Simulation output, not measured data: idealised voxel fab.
Process module, titled voxel plated lines
Shown is cross-section cut, with a width of 190 nm and square cells of size 5 nm.
Bands, listed from the top down, are how a cross-section gets written in this document; the cross-section itself is a grid of square cells, and a band is one or more rows of them.
In this notation a band is specified by the heights of its top and bottom, in that order and in nm, after which its materials appear from left to right, each paired with its width in nm. The word "all across" attached to a single material means that material fills the band from edge to edge; the word "blank" stands for empty space.
Heights from 0 (as-received wafer is one material below). Bottom band endless downward, as "0 and below".
A two-number width, for instance "30..40", indicates that the width is equal to the first number in the top row of the band and to the second number in the bottom row, and that it changes by a constant amount per row of cells.
"no alteration" for a step: no cell of the cross-section changed in that step.
"Completely sealed voids" means: voids of 8 cells or more that are shut off from the top with no open way through. Written width x height at distance, distance from the left edge, in nm.
Post-settings text on a step line: simulator's own remark regarding the step.
The setting "overlay nm" may be written on the line of a step. When the step uses a mask, the value reports how far to the right of the planned place the mask lay, and a negative value reports that it lay to the left.
plan:
| 1 | RECEIVE [material Si] |
| 2 | CONFORMAL_DEP [material Al2O3] [thk nm 15] |
| 3 | DIRECTIONAL_DEP [material TiN] [thk nm 5] |
| 4 | PATTERN [tone open] [mask id LINES] [material resist] [width nm 20] [pitch nm 40] [thk nm 15] [overlay nm 0] |
| 5 | EPI [material Ru] [thk nm 10] |
| 6 | STRIP [etch materials resist] |
| 7 | DIRECTIONAL_ETCH [etch materials TiN] [depth nm 5] |
| 8 | CONFORMAL_DEP [material SiCN] [thk nm 5] |
So, the first of our two wafers, run just as we planned it:
Cross-section of the wafer as it came to us, i.e., already through step 1:
  0 and below: Si all across
  Completely sealed voids: none
Step 2 complete: cross-section through the wafer:
  15 down to 0: Al2O3 all across
  Anything lower than 0 is untouched.
Step 3 complete: cross-section through the wafer:
  20 down to 15: TiN all across
  Anything lower than 15 is untouched.
Step 4 complete: cross-section through the wafer:
  35 down to 20: resist 45 nm  blank 20 nm  resist 20 nm  blank 20 nm  resist 20 nm  blank 20 nm  resist 45 nm
  Anything lower than 20 is untouched.
Step 5 complete: cross-section through the wafer:
  35 down to 30: resist 45 nm  blank 20 nm  resist 20 nm  blank 20 nm  resist 20 nm  blank 20 nm  resist 45 nm
  30 down to 20: resist 45 nm  Ru 20 nm  resist 20 nm  Ru 20 nm  resist 20 nm  Ru 20 nm  resist 45 nm
  Anything lower than 20 is untouched.
Step 6 complete: cross-section through the wafer:
  30 down to 20: blank 45 nm  Ru 20 nm  blank 20 nm  Ru 20 nm  blank 20 nm  Ru 20 nm  blank 45 nm
  Anything lower than 20 is untouched.
Step 7 complete: cross-section through the wafer:
  30 down to 20: blank 45 nm  Ru 20 nm  blank 20 nm  Ru 20 nm  blank 20 nm  Ru 20 nm  blank 45 nm
  20 down to 15: blank 45 nm  TiN 20 nm  blank 20 nm  TiN 20 nm  blank 20 nm  TiN 20 nm  blank 45 nm
  Anything lower than 15 is untouched.
Step 8 complete: cross-section through the wafer:
  35 down to 30: blank 40 nm  SiCN 30 nm  blank 10 nm  SiCN 30 nm  blank 10 nm  SiCN 30 nm  blank 40 nm
  30 down to 20: blank 40 nm  SiCN 5 nm  Ru 20 nm  SiCN 5 nm  blank 10 nm  SiCN 5 nm  Ru 20 nm  SiCN 5 nm  blank 10 nm  SiCN 5 nm  Ru 20 nm  SiCN 5 nm  blank 40 nm
  20 down to 15: SiCN 45 nm  TiN 20 nm  SiCN 20 nm  TiN 20 nm  SiCN 20 nm  TiN 20 nm  SiCN 45 nm
  Anything lower than 15 is untouched.
Second of two: same start, same plan, one run error; steps up to and including 7 match the first:
Cross-section of the second wafer when, according to plan, step 8 should have finished: no alteration
Here's what went sideways: skipped: plan step 8 (never run)
Final wafer comparison in cells, second versus first, more or fewer per material: -56 SiCN
